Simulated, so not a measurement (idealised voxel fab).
process module | voxel capacitor over wiring
cross-section cut | 155 nm wide | cells 5 nm
A cross-section is a grid of square cells, given in bands from the top down. A band is one or more rows of cells.
Each band's line starts with the height of the band's top and of its bottom, in nm. Then come its materials from left to right, each with its width in nm. One material with "throughout" fills the band from edge to edge. "air" is empty space.
Height 0 is the level under which the wafer as received is all one material. The lowest band goes on downwards, as in "0 down".
A width such as "30 to 40" changes by the same amount from each row of cells to the next, from the band's top row to its bottom row.
"no change" after a step means that no cell of the cross-section changed.
closed voids: empty space of 8 cells or more with no open way to the top, each as width x height at its distance from the left edge, in nm
after a step's settings: what the simulator itself notes on the step
overlay nm, on a step with a mask: how far to the right of its planned place the mask lay; to the left if negative
plan
1 op RECEIVE | material Si
2 op CONFORMAL_DEP | material SiO2 | thk nm 15
3 op CONFORMAL_DEP | material SiN | thk nm 5
4 op DIRECTIONAL_DEP | material SiO2 | thk nm 25
5 op PATTERN | tone open | mask id METAL_1 | material resist | width nm 25 | pitch nm 80 | thk nm 15 | overlay nm 0
6 op DIRECTIONAL_ETCH | etch materials SiO2 | depth nm 25
7 op DIRECTIONAL_ETCH | etch materials SiN | depth nm 5
8 op STRIP | etch materials resist
9 op CONFORMAL_DEP | material TiN | thk nm 5
10 op FILL_DEP | material Cu | thk nm 10
11 op CMP | height nm 45
12 op CONFORMAL_DEP | material SiCN | thk nm 5
13 op DIRECTIONAL_DEP | material lowk | thk nm 20
14 op DIRECTIONAL_DEP | material aC | thk nm 10
15 op PATTERN | tone open | mask id PLUG_1 | material resist | width nm 15 | thk nm 30 | overlay nm 0
16 op DIRECTIONAL_ETCH | etch materials aC | depth nm 10
17 op STRIP | etch materials resist
18 op DIRECTIONAL_ETCH | etch materials lowk | depth nm 20
19 op DIRECTIONAL_ETCH | etch materials SiCN | depth nm 5
20 op STRIP | etch materials aC
21 op EPI | material Ru | thk nm 10
22 op EPI | material Ru | thk nm 10
23 op EPI | material Ru | thk nm 5
24 op DIRECTIONAL_DEP | material TiN | thk nm 5
25 op DIRECTIONAL_DEP | material SiN | thk nm 5
26 op DIRECTIONAL_DEP | material TiN | thk nm 10
27 op MASKED_ETCH | tone cover | mask id UPPER_PLATE | width nm 60 | etch materials TiN | depth nm 10 | overlay nm 0
28 op MASKED_ETCH | tone cover | mask id UPPER_PLATE | width nm 60 | etch materials SiN | depth nm 5 | overlay nm 0
29 op MASKED_ETCH | tone cover | mask id LOWER_PLATE | width nm 60 | etch materials TiN | depth nm 5 | overlay nm 0
30 op FILL_DEP | material SiO2 | thk nm 20
31 op CMP | height nm 105
32 op MASKED_ETCH | tone open | mask id PLUG_2 | width nm 15 | etch materials SiO2 | depth nm 15 | overlay nm 0
33 op CONFORMAL_DEP | material TiN | thk nm 5
34 op FILL_DEP | material W | thk nm 5
35 op CMP | height nm 105
36 op CONFORMAL_DEP | material SiN | thk nm 5
varied across the wafers: width nm of step 29. The plan shows the first wafer's value. All wafers start alike
first wafer as received, after step 1
  0 down: Si throughout
  closed voids: none
first wafer at the end, after step 36
  110 to 105: SiN throughout
  105 to 95: SiO2 45 | TiN 5 | W 5 | TiN 5 | SiO2 95
  95 to 90: SiO2 45 | TiN 15 | SiO2 95
  90 to 80: SiO2 35 | TiN 60 | SiO2 60
  80 to 75: SiO2 35 | SiN 60 | SiO2 60
  75 to 70: SiO2 35 | TiN 60 | SiO2 60
  70 to 50: lowk 35 | Ru 15 | lowk 105
  50 to 45: SiCN 35 | Ru 15 | SiCN 105
  45 to 20: SiO2 25 | TiN 5 | Cu 15 | TiN 5 | SiO2 55 | TiN 5 | Cu 15 | TiN 5 | SiO2 25
  20 to 15: SiN 25 | TiN 25 | SiN 55 | TiN 25 | SiN 25
  15 to 0: SiO2 throughout
  0 down: Si throughout
  closed voids: none
last wafer at the end
  110 to 105: SiN throughout
  105 to 95: SiO2 45 | TiN 5 | W 5 | TiN 5 | SiO2 95
  95 to 90: SiO2 45 | TiN 15 | SiO2 95
  90 to 80: SiO2 35 | TiN 60 | SiO2 60
  80 to 75: SiO2 35 | SiN 60 | SiO2 60
  75 to 70: SiO2 25 | TiN 85 | SiO2 45
  70 to 50: lowk 35 | Ru 15 | lowk 105
  50 to 45: SiCN 35 | Ru 15 | SiCN 105
  45 to 20: SiO2 25 | TiN 5 | Cu 15 | TiN 5 | SiO2 55 | TiN 5 | Cu 15 | TiN 5 | SiO2 25
  20 to 15: SiN 25 | TiN 25 | SiN 55 | TiN 25 | SiN 25
  15 to 0: SiO2 throughout
  0 down: Si throughout
  closed voids: none
each wafer at the end: cells of each material gained (+) or lost (-) since it was received, then its closed voids
width nm 60 | +30 Cu | +15 Ru | +28 SiCN | +64 SiN | +358 SiO2 | +73 TiN | +2 W | +112 lowk | closed voids: none
width nm 65 | +30 Cu | +15 Ru | +28 SiCN | +64 SiN | +357 SiO2 | +74 TiN | +2 W | +112 lowk | closed voids: none
width nm 70 | +30 Cu | +15 Ru | +28 SiCN | +64 SiN | +356 SiO2 | +75 TiN | +2 W | +112 lowk | closed voids: none
width nm 75 | +30 Cu | +15 Ru | +28 SiCN | +64 SiN | +355 SiO2 | +76 TiN | +2 W | +112 lowk | closed voids: none
width nm 80 | +30 Cu | +15 Ru | +28 SiCN | +64 SiN | +354 SiO2 | +77 TiN | +2 W | +112 lowk | closed voids: none
width nm 85 | +30 Cu | +15 Ru | +28 SiCN | +64 SiN | +353 SiO2 | +78 TiN | +2 W | +112 lowk | closed voids: none
